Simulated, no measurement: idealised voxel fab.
This is a process module. Its name is voxel wiring stack.
200 nm wide, 5 nm square cells: that's cross-section cut.
If you're reading a cross-section in this doc, picture square cells in a grid; it comes to you as bands, top ones listed first down to the bottom, and a band can be one or more rows of cells.
Heads up on the band format: heights come first, top then bottom, in nm. After that it's the materials left to right, each with its width in nm. A single material flagged "edge to edge" fills the whole band edge to edge, and "air" means there's empty space there.
A quick word on heights: they are counted from 0, and under that level the wafer as it came to us is one material throughout. The lowest band is different from the rest in having no bottom; it simply continues downward, written as in "0..down".
The width entry "30..40" should be interpreted row by row: the top row of cells in the band takes the first number, the bottom row takes the second number, and the change between adjacent rows is uniform throughout.
Any step labelled "nothing altered" changed none of the cells in the cross-section.
Voids not open to the top, 8 cells minimum: see "Encapsulated voids". Written width x height at distance; distance is from the left edge; nm.
Read whatever lies past the settings on a step's line as the simulator's own remark about the step.
The "overlay nm" setting may appear on a step's line; for a step that uses a mask, it gives how far to the right of its planned position the mask lay, and a negative value indicates the left.
PLANNED STEP LIST FOR THE PROCESS
1,RECEIVE, material Si
2,CONFORMAL_DEP, material SiO2, thk nm 15
3,CONFORMAL_DEP, material SiN, thk nm 5
4,DIRECTIONAL_DEP, material SiO2, thk nm 15
5,DIRECTIONAL_DEP, material aC, thk nm 15
6,PATTERN, tone open, mask id METAL_1, material resist, width nm 25, pitch nm 55, thk nm 30, overlay nm 0
7,DIRECTIONAL_ETCH, etch materials aC, depth nm 15
8,STRIP, etch materials resist
9,DIRECTIONAL_ETCH, etch materials SiO2, depth nm 15
10,DIRECTIONAL_ETCH, etch materials SiN, depth nm 5
11,STRIP, etch materials aC
12,CONFORMAL_DEP, material TiN, thk nm 5
13,FILL_DEP, material Cu, thk nm 5
14,CMP, height nm 35
15,EPI, material Ru, thk nm 5
16,FILL_DEP, material SiCN, thk nm 5
17,DIRECTIONAL_DEP, material lowk, thk nm 20
18,DIRECTIONAL_DEP, material aC, thk nm 15
19,PATTERN, tone open, mask id PLUG_1, material resist, width nm 15, pitch nm 110, thk nm 30, overlay nm 0
20,DIRECTIONAL_ETCH, etch materials aC, depth nm 15
21,STRIP, etch materials resist
22,DIRECTIONAL_ETCH, etch materials lowk, depth nm 20
23,DIRECTIONAL_ETCH, etch materials SiCN, depth nm 5
24,STRIP, etch materials aC
25,EPI, material Ru, thk nm 10
26,EPI, material Ru, thk nm 10
27,EPI, material Ru, thk nm 5
28,CONFORMAL_DEP, material SiN, thk nm 5
29,DIRECTIONAL_DEP, material lowk, thk nm 20
30,MASKED_ETCH, tone open, mask id METAL_2, width nm 25, pitch nm 55, etch materials lowk, depth nm 20, overlay nm 0
31,MASKED_ETCH, tone open, mask id METAL_2, width nm 15, pitch nm 55, etch materials SiN, depth nm 5, overlay nm 0
32,CONFORMAL_DEP, material TiN, thk nm 5
33,FILL_DEP, material Ru, thk nm 5
34,CMP, height nm 90
35,EPI, material Ru, thk nm 5
36,FILL_DEP, material SiCN, thk nm 5
37,DIRECTIONAL_DEP, material lowk, thk nm 30
38,PATTERN, tone open, mask id METAL_3_HOLES, material resist, width nm 15, pitch nm 110, thk nm 15, overlay nm 0
39,DIRECTIONAL_ETCH, etch materials lowk, depth nm 30
40,STRIP, etch materials resist
41,MASKED_ETCH, tone open, mask id METAL_3, width nm 25, pitch nm 55, etch materials lowk, depth nm 15, overlay nm 0
42,MASKED_ETCH, tone open, mask id METAL_3, width nm 25, pitch nm 55, etch materials SiCN, depth nm 5, overlay nm 0
43,CONFORMAL_DEP, material TiN, thk nm 5
44,FILL_DEP, material Cu, thk nm 10
45,CMP, height nm 130
46,CONFORMAL_DEP, material SiCN, thk nm 5
47,DIRECTIONAL_DEP, material SiO2, thk nm 20
48,MASKED_ETCH, tone open, mask id PLUG_3, width nm 15, pitch nm 110, etch materials SiO2, depth nm 20, overlay nm 0
49,MASKED_ETCH, tone open, mask id PLUG_3, width nm 15, pitch nm 110, etch materials SiCN, depth nm 5, overlay nm 0
50,EPI, material Ru, thk nm 10
51,EPI, material Ru, thk nm 10
52,EPI, material Ru, thk nm 5
53,CONFORMAL_DEP, material SiN, thk nm 5
54,DIRECTIONAL_DEP, material SiO2, thk nm 25
55,PATTERN, tone open, mask id METAL_4, material resist, width nm 25, pitch nm 55, thk nm 20, overlay nm 0
56,DIRECTIONAL_ETCH, etch materials SiO2, depth nm 25
57,DIRECTIONAL_ETCH, etch materials SiN, depth nm 5
58,STRIP, etch materials resist
59,CONFORMAL_DEP, material TiN, thk nm 5
60,FILL_DEP, material Cu, thk nm 5
61,CMP, height nm 185
62,CONFORMAL_DEP, material SiN, thk nm 5
The wafers in this document start out alike and differ in the width nm applied at step 31; the plan shows the value used for the first wafer.
RECEIVED WAFERS, FIRST OF SEVERAL: CROSS-SECTION AFTER STEP 1
> 0..down: Si edge to edge
> Encapsulated voids: none
FIRST OF SEVERAL WAFERS, SECTIONED AT END OF MODULE (LAST STEP: STEP 62)
> 190..185: SiN edge to edge
> 185..160: SiO2=30 / TiN=5 / Cu=15 / TiN=5 / SiO2=30 / TiN=5 / Cu=15 / TiN=5 / SiO2=30 / TiN=5 / Cu=15 / TiN=5 / SiO2=35
> 160..155: SiN=30 / TiN=25 / SiN=30 / TiN=25 / SiN=30 / TiN=25 / SiN=35
> 155..135: SiO2=30 / Ru=15 / SiO2=95 / Ru=15 / SiO2=45
> 135..130: SiCN=30 / Ru=15 / SiCN=95 / Ru=15 / SiCN=45
> 130..120: lowk=30 / TiN=5 / Cu=15 / TiN=5 / lowk=30 / TiN=5 / Cu=15 / TiN=5 / lowk=30 / TiN=5 / Cu=15 / TiN=5 / lowk=35
> 120..115: lowk=30 / TiN=5 / Cu=5 / TiN=15 / lowk=30 / TiN=25 / lowk=30 / TiN=5 / Cu=5 / TiN=15 / lowk=35
> 115..100: lowk=30 / TiN=5 / Cu=5 / TiN=5 / lowk=95 / TiN=5 / Cu=5 / TiN=5 / lowk=45
> 100..95: SiCN=30 / TiN=15 / SiCN=95 / TiN=15 / SiCN=45
> 95..90: SiCN=25 / Ru=35 / SiCN=20 / Ru=35 / SiCN=20 / Ru=35 / SiCN=30
> 90..75: lowk=30 / TiN=5 / Ru=15 / TiN=5 / lowk=30 / TiN=5 / Ru=15 / TiN=5 / lowk=30 / TiN=5 / Ru=15 / TiN=5 / lowk=35
> 75..70: lowk=30 / TiN=10 / Ru=5 / TiN=10 / lowk=30 / TiN=10 / Ru=5 / TiN=10 / lowk=30 / TiN=10 / Ru=5 / TiN=10 / lowk=35
> 70..65: SiN=35 / TiN=15 / SiN=40 / TiN=15 / SiN=40 / TiN=15 / SiN=40
> 65..45: lowk=30 / Ru=15 / lowk=95 / Ru=15 / lowk=45
> 45..40: SiCN=30 / Ru=15 / SiCN=95 / Ru=15 / SiCN=45
> 40..35: SiCN=25 / Ru=35 / SiCN=20 / Ru=35 / SiCN=20 / Ru=35 / SiCN=30
> 35..20: SiO2=30 / TiN=5 / Cu=15 / TiN=5 / SiO2=30 / TiN=5 / Cu=15 / TiN=5 / SiO2=30 / TiN=5 / Cu=15 / TiN=5 / SiO2=35
> 20..15: SiN=30 / TiN=25 / SiN=30 / TiN=25 / SiN=30 / TiN=25 / SiN=35
> 15..0: SiO2 edge to edge
> 0..down: Si edge to edge
> Encapsulated voids: none
FINAL WAFER CROSS-SECTION AT MODULE END
> 190..185: SiN edge to edge
> 185..160: SiO2=30 / TiN=5 / Cu=15 / TiN=5 / SiO2=30 / TiN=5 / Cu=15 / TiN=5 / SiO2=30 / TiN=5 / Cu=15 / TiN=5 / SiO2=35
> 160..155: SiN=30 / TiN=25 / SiN=30 / TiN=25 / SiN=30 / TiN=25 / SiN=35
> 155..135: SiO2=30 / Ru=15 / SiO2=95 / Ru=15 / SiO2=45
> 135..130: SiCN=30 / Ru=15 / SiCN=95 / Ru=15 / SiCN=45
> 130..120: lowk=30 / TiN=5 / Cu=15 / TiN=5 / lowk=30 / TiN=5 / Cu=15 / TiN=5 / lowk=30 / TiN=5 / Cu=15 / TiN=5 / lowk=35
> 120..115: lowk=30 / TiN=5 / Cu=5 / TiN=15 / lowk=30 / TiN=25 / lowk=30 / TiN=5 / Cu=5 / TiN=15 / lowk=35
> 115..100: lowk=30 / TiN=5 / Cu=5 / TiN=5 / lowk=95 / TiN=5 / Cu=5 / TiN=5 / lowk=45
> 100..95: SiCN=30 / TiN=15 / SiCN=95 / TiN=15 / SiCN=45
> 95..90: SiCN=25 / Ru=35 / SiCN=20 / Ru=35 / SiCN=20 / Ru=35 / SiCN=30
> 90..70: lowk=30 / TiN=5 / Ru=15 / TiN=5 / lowk=30 / TiN=5 / Ru=15 / TiN=5 / lowk=30 / TiN=5 / Ru=15 / TiN=5 / lowk=35
> 70..65: SiN=30 / TiN=25 / SiN=30 / TiN=25 / SiN=30 / TiN=25 / SiN=35
> 65..45: lowk=30 / Ru=15 / lowk=95 / Ru=15 / lowk=45
> 45..40: SiCN=30 / Ru=15 / SiCN=95 / Ru=15 / SiCN=45
> 40..35: SiCN=25 / Ru=35 / SiCN=20 / Ru=35 / SiCN=20 / Ru=35 / SiCN=30
> 35..20: SiO2=30 / TiN=5 / Cu=15 / TiN=5 / SiO2=30 / TiN=5 / Cu=15 / TiN=5 / SiO2=30 / TiN=5 / Cu=15 / TiN=5 / SiO2=35
> 20..15: SiN=30 / TiN=25 / SiN=30 / TiN=25 / SiN=30 / TiN=25 / SiN=35
> 15..0: SiO2 edge to edge
> 0..down: Si edge to edge
> Encapsulated voids: none
FOR YOUR REFERENCE, THE TABLE IS ORGANIZED WITH A ROW PER WAFER; EACH ROW REFLECTS THE WAFER AT THE END OF THE MODULE, INDICATING FOR EACH MATERIAL THE CELLS GAINED (+) OR LOST (-) SINCE RECEIPT, AND THEREAFTER ITS CLOSED VOIDS
width nm 15; +98 Cu; +132 Ru; +140 SiCN; +121 SiN; +456 SiO2; +160 TiN; +413 lowk; Encapsulated voids: none
width nm 20; +98 Cu; +135 Ru; +140 SiCN; +118 SiN; +456 SiO2; +160 TiN; +413 lowk; Encapsulated voids: none
width nm 25; +98 Cu; +138 Ru; +140 SiCN; +115 SiN; +456 SiO2; +160 TiN; +413 lowk; Encapsulated voids: none
width nm 30; +98 Cu; +138 Ru; +140 SiCN; +115 SiN; +456 SiO2; +160 TiN; +413 lowk; Encapsulated voids: none
width nm 35; +98 Cu; +138 Ru; +140 SiCN; +115 SiN; +456 SiO2; +160 TiN; +413 lowk; Encapsulated voids: none
width nm 40; +98 Cu; +138 Ru; +140 SiCN; +115 SiN; +456 SiO2; +160 TiN; +413 lowk; Encapsulated voids: none
